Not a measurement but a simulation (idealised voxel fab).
The name of this process module is voxel capacitor over wiring.
Square cell edge 5 nm, section width 140 nm, ID cut.
In what follows, cross-sections appear as grids of square cells, described through bands that run from the top down, where every band is one or more rows of cells.
Read a band's entry like this: the first values are the height of its top and the height of its bottom in nm, and what follows is the sequence of materials from left to right, each with its width in nm. Note that "air" is empty space, and that a single material marked "all across" reaches across the band from edge to edge.
A quick word on heights: they are counted from 0, and under that level the wafer as it came to us is one material throughout. The lowest band is different from the rest in having no bottom; it simply continues downward, written as in "0 -> down".
When a width is written as two numbers, as in "30 to 40", the first number is the width in the top row of cells of the band and the second is the width in its bottom row, and the width changes by the same amount from each row to the next.
"no alterations made" (step): cross-section cells unchanged, all of them.
"Sealed-off cavities" specifies each empty space that is not open to the top and that occupies no fewer than 8 cells, using the form width x height at distance, the distance measured from the left edge and all three quantities in nm.
Note: text after step settings on the step line = simulator remark on that step.
overlay nm: for a step with a mask, the amount by which the mask lay right of where it was planned; a negative amount means left of it.
Below you will find pairs of cross-sections. In each, one shows the wafer before one process step and the other after it, with the after view ending at the lowest band that changed. Under each pair is the step separating them, along with its settings. Do not assume the pairs form a chain: they can come from different runs of this module on the same starting wafer, and a pair continues from the pair above it only when its "Pre-step section" entry says so.
Pre-step section:
  105 -> 100: Cu all across
  100 -> 95: 40 nm TiN, 5 nm Cu, 95 nm TiN
  95 -> 90: 35 nm SiO2, 5 nm TiN, 5 nm Cu, 5 nm TiN, 90 nm SiO2
  90 -> 85: 35 nm SiO2, 15 nm TiN, 90 nm SiO2
  85 -> 75: 40 nm SiO2, 45 nm TiN, 55 nm SiO2
  75 -> 70: 25 nm SiO2, 15 nm TiN, 45 nm SiN, 55 nm SiO2
  70 -> 65: 20 nm SiO2, 70 nm TiN, 50 nm SiO2
  65 -> 60: 20 nm SiO2, 5 nm TiN, 15 nm SiN, 50 nm TiN, 50 nm SiO2
  60 -> 50: 25 nm SiO2, 15 nm TiN, 100 nm SiO2
  50 -> 40: 25 nm SiO2, 15 nm Ru, 100 nm SiO2
  40 -> 35: 25 nm SiCN, 15 nm Ru, 100 nm SiCN
  35 -> 30: 10 nm SiCN, 35 nm Ru, 45 nm SiCN, 35 nm Ru, 15 nm SiCN
  30 -> 15: 15 nm SiO2, 5 nm TiN, 15 nm W, 5 nm TiN, 55 nm SiO2, 5 nm TiN, 15 nm W, 5 nm TiN, 20 nm SiO2
  15 -> 10: 15 nm SiN, 25 nm TiN, 55 nm SiN, 25 nm TiN, 20 nm SiN
  10 -> 0: SiO2 all across
  0 -> down: Si all across
  Sealed-off cavities: none
Resultant Cross-Section:
  95 -> 90: 35 nm SiO2, 5 nm TiN, 5 nm Cu, 5 nm TiN, 90 nm SiO2
  Under 90: no change, same as before.
  Sealed-off cavities: none
Step between the pre-process and post-process cross-sections given above: op CMP | height nm 95
Pre-step section: per the after cross-section of the pair just above.
Resultant Cross-Section:
  100 -> 95: SiCN all across
  Under 95: no change, same as before.
  Sealed-off cavities: none
Step between the pre-process and post-process cross-sections given above: op CONFORMAL_DEP | material SiCN | thk nm 5
Pre-step section:
  60 -> 40: SiO2 all across
  40 -> 35: SiCN all across
  35 -> 30: 10 nm SiCN, 35 nm Ru, 45 nm SiCN, 35 nm Ru, 15 nm SiCN
  30 -> 15: 15 nm SiO2, 5 nm TiN, 15 nm W, 5 nm TiN, 55 nm SiO2, 5 nm TiN, 15 nm W, 5 nm TiN, 20 nm SiO2
  15 -> 10: 15 nm SiN, 25 nm TiN, 55 nm SiN, 25 nm TiN, 20 nm SiN
  10 -> 0: SiO2 all across
  0 -> down: Si all across
  Sealed-off cavities: none
Resultant Cross-Section:
  80 -> 40: SiO2 all across
  Under 40: no change, same as before.
  Sealed-off cavities: none
Step between the pre-process and post-process cross-sections given above: op DIRECTIONAL_DEP | material SiO2 | thk nm 20
Pre-step section: per the after cross-section of the pair just above.
Resultant Cross-Section:
  95 -> 80: aC all across
  Under 80: no change, same as before.
  Sealed-off cavities: none
Step between the pre-process and post-process cross-sections given above: op DIRECTIONAL_DEP | material aC | thk nm 15
Pre-step section: per the after cross-section of the pair just above.
Resultant Cross-Section:
  125 -> 95: 25 nm resist, 15 nm air, 100 nm resist
  Under 95: no change, same as before.
  Sealed-off cavities: none
Step between the pre-process and post-process cross-sections given above: op PATTERN | tone open | mask id PLUG_1 | material resist | width nm 15 | thk nm 30 | overlay nm 0
Pre-step section: per the after cross-section of the pair just above.
Resultant Cross-Section:
  110 -> 95: 25 nm resist, 15 nm air, 100 nm resist
  95 -> 80: 25 nm aC, 15 nm air, 100 nm aC
  Under 80: no change, same as before.
  Sealed-off cavities: none
Step between the pre-process and post-process cross-sections given above: op DIRECTIONAL_ETCH | etch materials aC | depth nm 15
Pre-step section: per the after cross-section of the pair just above.
Resultant Cross-Section:
  95 -> 80: 25 nm aC, 15 nm air, 100 nm aC
  Under 80: no change, same as before.
  Sealed-off cavities: none
Step between the pre-process and post-process cross-sections given above: op STRIP | etch materials resist
Pre-step section: per the after cross-section of the pair just above.
Resultant Cross-Section:
  95 -> 80: 25 nm aC, 15 nm air, 100 nm aC
  80 -> 60: 25 nm SiO2, 15 nm air, 100 nm SiO2
  Under 60: no change, same as before.
  Sealed-off cavities: none
Step between the pre-process and post-process cross-sections given above: op DIRECTIONAL_ETCH | etch materials SiO2 | depth nm 20
Pre-step section: per the after cross-section of the pair just above.
Resultant Cross-Section:
  80 -> 60: 25 nm SiO2, 15 nm air, 100 nm SiO2
  Under 60: no change, same as before.
  Sealed-off cavities: none
Step between the pre-process and post-process cross-sections given above: op STRIP | etch materials aC
Pre-step section: per the after cross-section of the pair just above.
Resultant Cross-Section:
  90 -> 80: 25 nm TiN, 15 nm air, 100 nm TiN
  80 -> 70: 25 nm SiO2, 15 nm air, 100 nm SiO2
  70 -> 60: 25 nm SiO2, 15 nm TiN, 100 nm SiO2
  Under 60: no change, same as before.
  Sealed-off cavities: none
Step between the pre-process and post-process cross-sections given above: op DIRECTIONAL_DEP | material TiN | thk nm 10
Pre-step section: per the after cross-section of the pair just above.
Resultant Cross-Section:
  95 -> 90: 25 nm SiN, 15 nm air, 100 nm SiN
  90 -> 80: 25 nm TiN, 15 nm air, 100 nm TiN
  80 -> 75: 25 nm SiO2, 15 nm air, 100 nm SiO2
  75 -> 70: 25 nm SiO2, 15 nm SiN, 100 nm SiO2
  Under 70: no change, same as before.
  Sealed-off cavities: none
Step between the pre-process and post-process cross-sections given above: op DIRECTIONAL_DEP | material SiN | thk nm 5
Pre-step section: per the after cross-section of the pair just above.
Resultant Cross-Section:
  105 -> 95: 25 nm TiN, 15 nm air, 100 nm TiN
  95 -> 90: 25 nm SiN, 15 nm air, 100 nm SiN
  90 -> 85: 25 nm TiN, 15 nm air, 100 nm TiN
  85 -> 80: TiN all across
  80 -> 75: 25 nm SiO2, 15 nm TiN, 100 nm SiO2
  Under 75: no change, same as before.
  Sealed-off cavities: none
Step between the pre-process and post-process cross-sections given above: op DIRECTIONAL_DEP | material TiN | thk nm 10
Pre-step section: per the after cross-section of the pair just above.
Resultant Cross-Section:
  120 -> 105: 25 nm aC, 15 nm air, 100 nm aC
  105 -> 100: 25 nm TiN, 15 nm air, 100 nm TiN
  100 -> 95: 25 nm TiN, 15 nm aC, 100 nm TiN
  95 -> 90: 25 nm SiN, 15 nm aC, 100 nm SiN
  90 -> 85: 25 nm TiN, 15 nm aC, 100 nm TiN
  Under 85: no change, same as before.
  Sealed-off cavities: none
Step between the pre-process and post-process cross-sections given above: op DIRECTIONAL_DEP | material aC | thk nm 15
Pre-step section: per the after cross-section of the pair just above.
Resultant Cross-Section:
  155 -> 120: 25 nm air, 60 nm resist, 55 nm air
  120 -> 105: 25 nm aC, 15 nm resist, 100 nm aC
  105 -> 100: 25 nm TiN, 15 nm resist, 100 nm TiN
  Under 100: no change, same as before.
  Sealed-off cavities: none
Step between the pre-process and post-process cross-sections given above: op PATTERN | tone cover | mask id UPPER_PLATE | material resist | width nm 60 | thk nm 35 | overlay nm 0
Pre-step section: per the after cross-section of the pair just above.
Resultant Cross-Section:
  140 -> 120: 25 nm air, 60 nm resist, 55 nm air
  120 -> 105: 25 nm air, 15 nm resist, 45 nm aC, 55 nm air
  Under 105: no change, same as before.
  Sealed-off cavities: none
Step between the pre-process and post-process cross-sections given above: op DIRECTIONAL_ETCH | etch materials aC | depth nm 15
Pre-step section: per the after cross-section of the pair just above.
Resultant Cross-Section:
  120 -> 105: 40 nm air, 45 nm aC, 55 nm air
  105 -> 100: 25 nm TiN, 15 nm air, 100 nm TiN
  Under 100: no change, same as before.
  Sealed-off cavities: none
Step between the pre-process and post-process cross-sections given above: op STRIP | etch materials resist
Pre-step section: per the after cross-section of the pair just above.
Resultant Cross-Section:
  120 -> 105: 40 nm air, 45 nm aC, 55 nm air
  105 -> 100: 40 nm air, 45 nm TiN, 55 nm air
  100 -> 95: 25 nm air, 15 nm aC, 45 nm TiN, 55 nm air
  Under 95: no change, same as before.
  Sealed-off cavities: none
Step between the pre-process and post-process cross-sections given above: op DIRECTIONAL_ETCH | etch materials TiN | depth nm 10
Pre-step section: per the after cross-section of the pair just above.
Resultant Cross-Section:
  120 -> 105: 40 nm air, 45 nm aC, 55 nm air
  105 -> 100: 40 nm air, 45 nm TiN, 55 nm air
  100 -> 95: 25 nm air, 15 nm aC, 45 nm TiN, 55 nm air
  95 -> 90: 25 nm air, 15 nm aC, 45 nm SiN, 55 nm air
  Under 90: no change, same as before.
  Sealed-off cavities: none
Step between the pre-process and post-process cross-sections given above: op DIRECTIONAL_ETCH | etch materials SiN | depth nm 5
Pre-step section: per the after cross-section of the pair just above.
Resultant Cross-Section:
  105 -> 95: 40 nm air, 45 nm TiN, 55 nm air
  95 -> 90: 40 nm air, 45 nm SiN, 55 nm air
  90 -> 85: 25 nm TiN, 15 nm air, 100 nm TiN
  Under 85: no change, same as before.
  Sealed-off cavities: none
Step between the pre-process and post-process cross-sections given above: op STRIP | etch materials aC
Pre-step section: per the after cross-section of the pair just above.
Resultant Cross-Section:
  120 -> 105: 40 nm air, 45 nm aC, 55 nm air
  105 -> 100: 25 nm aC, 15 nm air, 45 nm TiN, 55 nm aC
  100 -> 95: 40 nm aC, 45 nm TiN, 55 nm aC
  95 -> 90: 40 nm aC, 45 nm SiN, 55 nm aC
  90 -> 85: 25 nm TiN, 15 nm aC, 100 nm TiN
  Under 85: no change, same as before.
  Sealed-off cavities: none
Step between the pre-process and post-process cross-sections given above: op DIRECTIONAL_DEP | material aC | thk nm 15
Pre-step section: per the after cross-section of the pair just above.
Resultant Cross-Section:
  150 -> 120: 20 nm air, 70 nm resist, 50 nm air
  120 -> 105: 20 nm air, 20 nm resist, 45 nm aC, 5 nm resist, 50 nm air
  105 -> 100: 25 nm aC, 15 nm resist, 45 nm TiN, 55 nm aC
  Under 100: no change, same as before.
  Sealed-off cavities: none
Step between the pre-process and post-process cross-sections given above: op PATTERN | tone cover | mask id LOWER_PLATE | material resist | width nm 70 | thk nm 30 | overlay nm 0
Pre-step section: per the after cross-section of the pair just above.
Resultant Cross-Section:
  135 -> 120: 20 nm air, 70 nm resist, 50 nm air
  120 -> 105: 20 nm air, 20 nm resist, 45 nm aC, 5 nm resist, 50 nm air
  105 -> 100: 20 nm air, 5 nm aC, 15 nm resist, 45 nm TiN, 5 nm aC, 50 nm air
  100 -> 95: 20 nm air, 20 nm aC, 45 nm TiN, 5 nm aC, 50 nm air
  95 -> 90: 20 nm air, 20 nm aC, 45 nm SiN, 5 nm aC, 50 nm air
  Under 90: no change, same as before.
  Sealed-off cavities: none
Step between the pre-process and post-process cross-sections given above: op DIRECTIONAL_ETCH | etch materials aC | depth nm 15
Pre-step section: per the after cross-section of the pair just above.
Resultant Cross-Section:
  120 -> 105: 40 nm air, 45 nm aC, 55 nm air
  105 -> 100: 20 nm air, 5 nm aC, 15 nm air, 45 nm TiN, 5 nm aC, 50 nm air
  Under 100: no change, same as before.
  Sealed-off cavities: none
Step between the pre-process and post-process cross-sections given above: op STRIP | etch materials resist
Pre-step section: per the after cross-section of the pair just above.
Resultant Cross-Section:
  120 -> 105: 40 nm air, 45 nm aC, 55 nm air
  105 -> 100: 20 nm air, 5 nm aC, 15 nm air, 45 nm TiN, 5 nm aC, 50 nm air
  100 -> 95: 20 nm air, 20 nm aC, 45 nm TiN, 5 nm aC, 50 nm air
  95 -> 90: 20 nm air, 20 nm aC, 45 nm SiN, 5 nm aC, 50 nm air
  90 -> 85: 20 nm air, 5 nm TiN, 15 nm aC, 50 nm TiN, 50 nm air
  85 -> 80: 20 nm air, 70 nm TiN, 50 nm air
  Under 80: no change, same as before.
  Sealed-off cavities: none
Step between the pre-process and post-process cross-sections given above: op DIRECTIONAL_ETCH | etch materials TiN | depth nm 10
Pre-step section: per the after cross-section of the pair just above.
Resultant Cross-Section:
  105 -> 95: 40 nm air, 45 nm TiN, 55 nm air
  95 -> 90: 40 nm air, 45 nm SiN, 55 nm air
  90 -> 85: 20 nm air, 5 nm TiN, 15 nm air, 50 nm TiN, 50 nm air
  Under 85: no change, same as before.
  Sealed-off cavities: none
Step between the pre-process and post-process cross-sections given above: op STRIP | etch materials aC
Pre-step section: per the after cross-section of the pair just above.
Resultant Cross-Section:
  120 -> 105: SiO2 all across
  105 -> 95: 40 nm SiO2, 45 nm TiN, 55 nm SiO2
  95 -> 90: 40 nm SiO2, 45 nm SiN, 55 nm SiO2
  90 -> 85: 20 nm SiO2, 5 nm TiN, 15 nm SiO2, 50 nm TiN, 50 nm SiO2
  85 -> 75: 20 to 25 nm SiO2, 70 to 15 nm TiN, 50 to 100 nm SiO2
  Under 75: no change, same as before.
  Sealed-off cavities: none
Step between the pre-process and post-process cross-sections given above: op FILL_DEP | material SiO2 | thk nm 15
Pre-step section: per the after cross-section of the pair just above.
Resultant Cross-Section:
  95 -> 90: 40 nm SiO2, 45 nm SiN, 55 nm SiO2
  Under 90: no change, same as before.
  Sealed-off cavities: none
Step between the pre-process and post-process cross-sections given above: op CMP | height nm 95
Pre-step section: per the after cross-section of the pair just above.
Resultant Cross-Section:
  110 -> 95: aC all across
  Under 95: no change, same as before.
  Sealed-off cavities: none
Step between the pre-process and post-process cross-sections given above: op DIRECTIONAL_DEP | material aC | thk nm 15
Pre-step section: per the after cross-section of the pair just above.
Resultant Cross-Section:
  145 -> 110: 35 nm resist, 15 nm air, 90 nm resist
  Under 110: no change, same as before.
  Sealed-off cavities: none
Step between the pre-process and post-process cross-sections given above: op PATTERN | tone open | mask id PLUG_2 | material resist | width nm 15 | thk nm 35 | overlay nm 0
Pre-step section: per the after cross-section of the pair just above.
Resultant Cross-Section:
  130 -> 110: 35 nm resist, 15 nm air, 90 nm resist
  110 -> 95: 35 nm aC, 15 nm air, 90 nm aC
  Under 95: no change, same as before.
  Sealed-off cavities: none
Step between the pre-process and post-process cross-sections given above: op DIRECTIONAL_ETCH | etch materials aC | depth nm 15
Pre-step section: per the after cross-section of the pair just above.
Resultant Cross-Section:
  110 -> 95: 35 nm aC, 15 nm air, 90 nm aC
  Under 95: no change, same as before.
  Sealed-off cavities: none
Step between the pre-process and post-process cross-sections given above: op STRIP | etch materials resist
Pre-step section: per the after cross-section of the pair just above.
Resultant Cross-Section:
  110 -> 95: 35 nm aC, 15 nm air, 90 nm aC
  95 -> 90: 35 nm SiO2, 5 nm air, 45 nm SiN, 55 nm SiO2
  90 -> 85: 20 nm SiO2, 5 nm TiN, 10 nm SiO2, 5 nm air, 50 nm TiN, 50 nm SiO2
  Under 85: no change, same as before.
  Sealed-off cavities: none
Step between the pre-process and post-process cross-sections given above: op DIRECTIONAL_ETCH | etch materials SiO2 | depth nm 10
Pre-step section: per the after cross-section of the pair just above.
Resultant Cross-Section:
  95 -> 90: 35 nm SiO2, 5 nm air, 45 nm SiN, 55 nm SiO2
  Under 90: no change, same as before.
  Sealed-off cavities: none
Step between the pre-process and post-process cross-sections given above: op STRIP | etch materials aC
Pre-step section: per the after cross-section of the pair just above.
Resultant Cross-Section:
  100 -> 95: TiN all across
  95 -> 90: 35 nm SiO2, 5 nm TiN, 45 nm SiN, 55 nm SiO2
  90 -> 85: 20 nm SiO2, 5 nm TiN, 10 nm SiO2, 55 nm TiN, 50 nm SiO2
  Under 85: no change, same as before.
  Sealed-off cavities: none
Step between the pre-process and post-process cross-sections given above: op CONFORMAL_DEP | material TiN | thk nm 5
Pre-step section: per the after cross-section of the pair just above.
Resultant Cross-Section:
  105 -> 100: Cu all across
  Under 100: no change, same as before.
  Sealed-off cavities: none
Step between the pre-process and post-process cross-sections given above: op FILL_DEP | material Cu | thk nm 5
Pre-step section: per the after cross-section of the pair just above.
Resultant Cross-Section:
  95 -> 90: 35 nm SiO2, 5 nm TiN, 45 nm SiN, 55 nm SiO2
  Under 90: no change, same as before.
  Sealed-off cavities: none
Step between the pre-process and post-process cross-sections given above: op CMP | height nm 95
Pre-step section: per the after cross-section of the pair just above.
Resultant Cross-Section:
  100 -> 95: SiCN all across
  Under 95: no change, same as before.
  Sealed-off cavities: none
Step between the pre-process and post-process cross-sections given above: op CONFORMAL_DEP | material SiCN | thk nm 5
Pre-step section:
  10 -> 0: SiO2 all across
  0 -> down: Si all across
  Sealed-off cavities: none
Resultant Cross-Section:
  25 -> 0: SiO2 all across
  Under 0: no change, same as before.
  Sealed-off cavities: none
Step between the pre-process and post-process cross-sections given above: op DIRECTIONAL_DEP | material SiO2 | thk nm 15
Pre-step section: per the after cross-section of the pair just above.
Resultant Cross-Section:
  30 -> 25: SiN all across
  Under 25: no change, same as before.
  Sealed-off cavities: none
Step between the pre-process and post-process cross-sections given above: op CONFORMAL_DEP | material SiN | thk nm 5
Pre-step section: per the after cross-section of the pair just above.
Resultant Cross-Section:
  40 -> 30: aC all across
  Under 30: no change, same as before.
  Sealed-off cavities: none
Step between the pre-process and post-process cross-sections given above: op DIRECTIONAL_DEP | material aC | thk nm 10
Pre-step section: per the after cross-section of the pair just above.
Resultant Cross-Section:
  65 -> 40: 15 nm resist, 25 nm air, 55 nm resist, 25 nm air, 20 nm resist
  Under 40: no change, same as before.
  Sealed-off cavities: none
Step between the pre-process and post-process cross-sections given above: op PATTERN | tone open | mask id METAL_1 | material resist | width nm 25 | pitch nm 80 | thk nm 25 | overlay nm 0
Pre-step section: per the after cross-section of the pair just above.
Resultant Cross-Section:
  55 -> 40: 15 nm resist, 25 nm air, 55 nm resist, 25 nm air, 20 nm resist
  40 -> 30: 15 nm aC, 25 nm air, 55 nm aC, 25 nm air, 20 nm aC
  Under 30: no change, same as before.
  Sealed-off cavities: none
Step between the pre-process and post-process cross-sections given above: op DIRECTIONAL_ETCH | etch materials aC | depth nm 10
Pre-step section: per the after cross-section of the pair just above.
Resultant Cross-Section:
  40 -> 30: 15 nm aC, 25 nm air, 55 nm aC, 25 nm air, 20 nm aC
  Under 30: no change, same as before.
  Sealed-off cavities: none
Step between the pre-process and post-process cross-sections given above: op STRIP | etch materials resist
Pre-step section: per the after cross-section of the pair just above.
Resultant Cross-Section:
  40 -> 30: 15 nm aC, 25 nm air, 55 nm aC, 25 nm air, 20 nm aC
  30 -> 25: 15 nm SiN, 25 nm air, 55 nm SiN, 25 nm air, 20 nm SiN
  Under 25: no change, same as before.
  Sealed-off cavities: none
Step between the pre-process and post-process cross-sections given above: op DIRECTIONAL_ETCH | etch materials SiN | depth nm 5
Pre-step section: per the after cross-section of the pair just above.
Resultant Cross-Section:
  30 -> 25: 15 nm SiN, 25 nm air, 55 nm SiN, 25 nm air, 20 nm SiN
  Under 25: no change, same as before.
  Sealed-off cavities: none
Step between the pre-process and post-process cross-sections given above: op STRIP | etch materials aC
Pre-step section: per the after cross-section of the pair just above.
Resultant Cross-Section:
  35 -> 30: 20 nm TiN, 15 nm air, 65 nm TiN, 15 nm air, 25 nm TiN
  30 -> 25: 15 nm SiN, 25 nm TiN, 55 nm SiN, 25 nm TiN, 20 nm SiN
  Under 25: no change, same as before.
  Sealed-off cavities: none
Step between the pre-process and post-process cross-sections given above: op CONFORMAL_DEP | material TiN | thk nm 5
Pre-step section: per the after cross-section of the pair just above.
Resultant Cross-Section:
  45 -> 35: W all across
  35 -> 30: 20 nm TiN, 15 nm W, 65 nm TiN, 15 nm W, 25 nm TiN
  Under 30: no change, same as before.
  Sealed-off cavities: none
Step between the pre-process and post-process cross-sections given above: op FILL_DEP | material W | thk nm 10
Pre-step section: per the after cross-section of the pair just above.
Resultant Cross-Section:
  30 -> 25: 15 nm SiN, 25 nm TiN, 55 nm SiN, 25 nm TiN, 20 nm SiN
  Under 25: no change, same as before.
  Sealed-off cavities: none
Step between the pre-process and post-process cross-sections given above: op CMP | height nm 30
Pre-step section: per the after cross-section of the pair just above.
Resultant Cross-Section:
  35 -> 30: 10 nm air, 35 nm Ru, 45 nm air, 35 nm Ru, 15 nm air
  Under 30: no change, same as before.
  Sealed-off cavities: none
Step between the pre-process and post-process cross-sections given above: op EPI | material Ru | thk nm 5
Pre-step section: per the after cross-section of the pair just above.
Resultant Cross-Section:
  40 -> 35: SiCN all across
  35 -> 30: 10 nm SiCN, 35 nm Ru, 45 nm SiCN, 35 nm Ru, 15 nm SiCN
  Under 30: no change, same as before.
  Sealed-off cavities: none
Step between the pre-process and post-process cross-sections given above: op FILL_DEP | material SiCN | thk nm 5
Pre-step section: per the after cross-section of the pair just above.
Resultant Cross-Section:
  60 -> 40: SiO2 all across
  Under 40: no change, same as before.
  Sealed-off cavities: none
Step between the pre-process and post-process cross-sections given above: op DIRECTIONAL_DEP | material SiO2 | thk nm 20
Pre-step section: per the after cross-section of the pair just above.
Resultant Cross-Section:
  75 -> 60: aC all across
  Under 60: no change, same as before.
  Sealed-off cavities: none
Step between the pre-process and post-process cross-sections given above: op DIRECTIONAL_DEP | material aC | thk nm 15
Pre-step section: per the after cross-section of the pair just above.
Resultant Cross-Section:
  105 -> 75: 25 nm resist, 15 nm air, 100 nm resist
  Under 75: no change, same as before.
  Sealed-off cavities: none
Step between the pre-process and post-process cross-sections given above: op PATTERN | tone open | mask id PLUG_1 | material resist | width nm 15 | thk nm 30 | overlay nm 0
Pre-step section: per the after cross-section of the pair just above.
Resultant Cross-Section:
  90 -> 75: 25 nm resist, 15 nm air, 100 nm resist
  75 -> 60: 25 nm aC, 15 nm air, 100 nm aC
  Under 60: no change, same as before.
  Sealed-off cavities: none
Step between the pre-process and post-process cross-sections given above: op DIRECTIONAL_ETCH | etch materials aC | depth nm 15
Pre-step section: per the after cross-section of the pair just above.
Resultant Cross-Section:
  75 -> 60: 25 nm aC, 15 nm air, 100 nm aC
  Under 60: no change, same as before.
  Sealed-off cavities: none
Step between the pre-process and post-process cross-sections given above: op STRIP | etch materials resist
Pre-step section: per the after cross-section of the pair just above.
Resultant Cross-Section:
  75 -> 60: 25 nm aC, 15 nm air, 100 nm aC
  60 -> 40: 25 nm SiO2, 15 nm air, 100 nm SiO2
  Under 40: no change, same as before.
  Sealed-off cavities: none
Step between the pre-process and post-process cross-sections given above: op DIRECTIONAL_ETCH | etch materials SiO2 | depth nm 20
Pre-step section: per the after cross-section of the pair just above.
Resultant Cross-Section:
  75 -> 60: 25 nm aC, 15 nm air, 100 nm aC
  60 -> 40: 25 nm SiO2, 15 nm air, 100 nm SiO2
  40 -> 35: 25 nm SiCN, 15 nm air, 100 nm SiCN
  Under 35: no change, same as before.
  Sealed-off cavities: none
Step between the pre-process and post-process cross-sections given above: op DIRECTIONAL_ETCH | etch materials SiCN | depth nm 5
Pre-step section: per the after cross-section of the pair just above.
Resultant Cross-Section:
  60 -> 40: 25 nm SiO2, 15 nm air, 100 nm SiO2
  Under 40: no change, same as before.
  Sealed-off cavities: none
Step between the pre-process and post-process cross-sections given above: op STRIP | etch materials aC
Pre-step section: per the after cross-section of the pair just above.
Resultant Cross-Section:
  60 -> 45: 25 nm SiO2, 15 nm air, 100 nm SiO2
  45 -> 40: 25 nm SiO2, 15 nm Ru, 100 nm SiO2
  40 -> 35: 25 nm SiCN, 15 nm Ru, 100 nm SiCN
  Under 35: no change, same as before.
  Sealed-off cavities: none
Step between the pre-process and post-process cross-sections given above: op EPI | material Ru | thk nm 10
Pre-step section: per the after cross-section of the pair just above.
Resultant Cross-Section:
  60 -> 55: 25 nm SiO2, 15 nm air, 100 nm SiO2
  55 -> 40: 25 nm SiO2, 15 nm Ru, 100 nm SiO2
  Under 40: no change, same as before.
  Sealed-off cavities: none
Step between the pre-process and post-process cross-sections given above: op EPI | material Ru | thk nm 10
Pre-step section: per the after cross-section of the pair just above.
Resultant Cross-Section:
  60 -> 40: 25 nm SiO2, 15 nm Ru, 100 nm SiO2
  Under 40: no change, same as before.
  Sealed-off cavities: none
Step between the pre-process and post-process cross-sections given above: op EPI | material Ru | thk nm 5
Pre-step section: per the after cross-section of the pair just above.
Resultant Cross-Section:
  70 -> 60: TiN all across
  Under 60: no change, same as before.
  Sealed-off cavities: none
Step between the pre-process and post-process cross-sections given above: op DIRECTIONAL_DEP | material TiN | thk nm 10
Pre-step section: per the after cross-section of the pair just above.
Resultant Cross-Section:
  75 -> 70: SiN all across
  Under 70: no change, same as before.
  Sealed-off cavities: none
Step between the pre-process and post-process cross-sections given above: op DIRECTIONAL_DEP | material SiN | thk nm 5
Pre-step section: per the after cross-section of the pair just above.
Resultant Cross-Section:
  85 -> 75: TiN all across
  Under 75: no change, same as before.
  Sealed-off cavities: none
Step between the pre-process and post-process cross-sections given above: op DIRECTIONAL_DEP | material TiN | thk nm 10
Pre-step section: per the after cross-section of the pair just above.
Resultant Cross-Section:
  100 -> 85: aC all across
  Under 85: no change, same as before.
  Sealed-off cavities: none
Step between the pre-process and post-process cross-sections given above: op DIRECTIONAL_DEP | material aC | thk nm 15
Pre-step section: per the after cross-section of the pair just above.
Resultant Cross-Section:
  135 -> 100: 25 nm air, 60 nm resist, 55 nm air
  Under 100: no change, same as before.
  Sealed-off cavities: none
Step between the pre-process and post-process cross-sections given above: op PATTERN | tone cover | mask id UPPER_PLATE | material resist | width nm 60 | thk nm 35 | overlay nm 0
Pre-step section: per the after cross-section of the pair just above.
Resultant Cross-Section:
  120 -> 100: 25 nm air, 60 nm resist, 55 nm air
  100 -> 85: 25 nm air, 60 nm aC, 55 nm air
  Under 85: no change, same as before.
  Sealed-off cavities: none
Step between the pre-process and post-process cross-sections given above: op DIRECTIONAL_ETCH | etch materials aC | depth nm 15
Pre-step section: per the after cross-section of the pair just above.
Resultant Cross-Section:
  100 -> 85: 25 nm air, 60 nm aC, 55 nm air
  Under 85: no change, same as before.
  Sealed-off cavities: none
Step between the pre-process and post-process cross-sections given above: op STRIP | etch materials resist
Pre-step section: per the after cross-section of the pair just above.
Resultant Cross-Section:
  100 -> 85: 25 nm air, 60 nm aC, 55 nm air
  85 -> 75: 25 nm air, 60 nm TiN, 55 nm air
  Under 75: no change, same as before.
  Sealed-off cavities: none
Step between the pre-process and post-process cross-sections given above: op DIRECTIONAL_ETCH | etch materials TiN | depth nm 10
Pre-step section: per the after cross-section of the pair just above.
Resultant Cross-Section:
  100 -> 85: 25 nm air, 60 nm aC, 55 nm air
  85 -> 75: 25 nm air, 60 nm TiN, 55 nm air
  75 -> 70: 25 nm air, 60 nm SiN, 55 nm air
  Under 70: no change, same as before.
  Sealed-off cavities: none
Step between the pre-process and post-process cross-sections given above: op DIRECTIONAL_ETCH | etch materials SiN | depth nm 5
Pre-step section: per the after cross-section of the pair just above.
Resultant Cross-Section:
  85 -> 75: 25 nm air, 60 nm TiN, 55 nm air
  Under 75: no change, same as before.
  Sealed-off cavities: none
Step between the pre-process and post-process cross-sections given above: op STRIP | etch materials aC
Pre-step section: per the after cross-section of the pair just above.
Resultant Cross-Section:
  100 -> 85: 25 nm air, 60 nm aC, 55 nm air
  85 -> 75: 25 nm aC, 60 nm TiN, 55 nm aC
  75 -> 70: 25 nm aC, 60 nm SiN, 55 nm aC
  Under 70: no change, same as before.
  Sealed-off cavities: none
Step between the pre-process and post-process cross-sections given above: op DIRECTIONAL_DEP | material aC | thk nm 15
Pre-step section: per the after cross-section of the pair just above.
Resultant Cross-Section:
  130 -> 100: 20 nm air, 70 nm resist, 50 nm air
  100 -> 85: 20 nm air, 5 nm resist, 60 nm aC, 5 nm resist, 50 nm air
  Under 85: no change, same as before.
  Sealed-off cavities: none
Step between the pre-process and post-process cross-sections given above: op PATTERN | tone cover | mask id LOWER_PLATE | material resist | width nm 70 | thk nm 30 | overlay nm 0
Pre-step section: per the after cross-section of the pair just above.
Resultant Cross-Section:
  115 -> 100: 20 nm air, 70 nm resist, 50 nm air
  100 -> 85: 20 nm air, 5 nm resist, 60 nm aC, 5 nm resist, 50 nm air
  85 -> 75: 20 nm air, 5 nm aC, 60 nm TiN, 5 nm aC, 50 nm air
  75 -> 70: 20 nm air, 5 nm aC, 60 nm SiN, 5 nm aC, 50 nm air
  Under 70: no change, same as before.
  Sealed-off cavities: none
Step between the pre-process and post-process cross-sections given above: op DIRECTIONAL_ETCH | etch materials aC | depth nm 15
Pre-step section: per the after cross-section of the pair just above.
Resultant Cross-Section:
  100 -> 85: 25 nm air, 60 nm aC, 55 nm air
  Under 85: no change, same as before.
  Sealed-off cavities: none
Step between the pre-process and post-process cross-sections given above: op STRIP | etch materials resist
Pre-step section: per the after cross-section of the pair just above.
Resultant Cross-Section:
  100 -> 85: 25 nm air, 60 nm aC, 55 nm air
  85 -> 75: 20 nm air, 5 nm aC, 60 nm TiN, 5 nm aC, 50 nm air
  75 -> 70: 20 nm air, 5 nm aC, 60 nm SiN, 5 nm aC, 50 nm air
  70 -> 60: 20 nm air, 70 nm TiN, 50 nm air
  Under 60: no change, same as before.
  Sealed-off cavities: none
Step between the pre-process and post-process cross-sections given above: op DIRECTIONAL_ETCH | etch materials TiN | depth nm 10
Pre-step section: per the after cross-section of the pair just above.
Resultant Cross-Section:
  85 -> 75: 25 nm air, 60 nm TiN, 55 nm air
  75 -> 70: 25 nm air, 60 nm SiN, 55 nm air
  Under 70: no change, same as before.
  Sealed-off cavities: none
Step between the pre-process and post-process cross-sections given above: op STRIP | etch materials aC
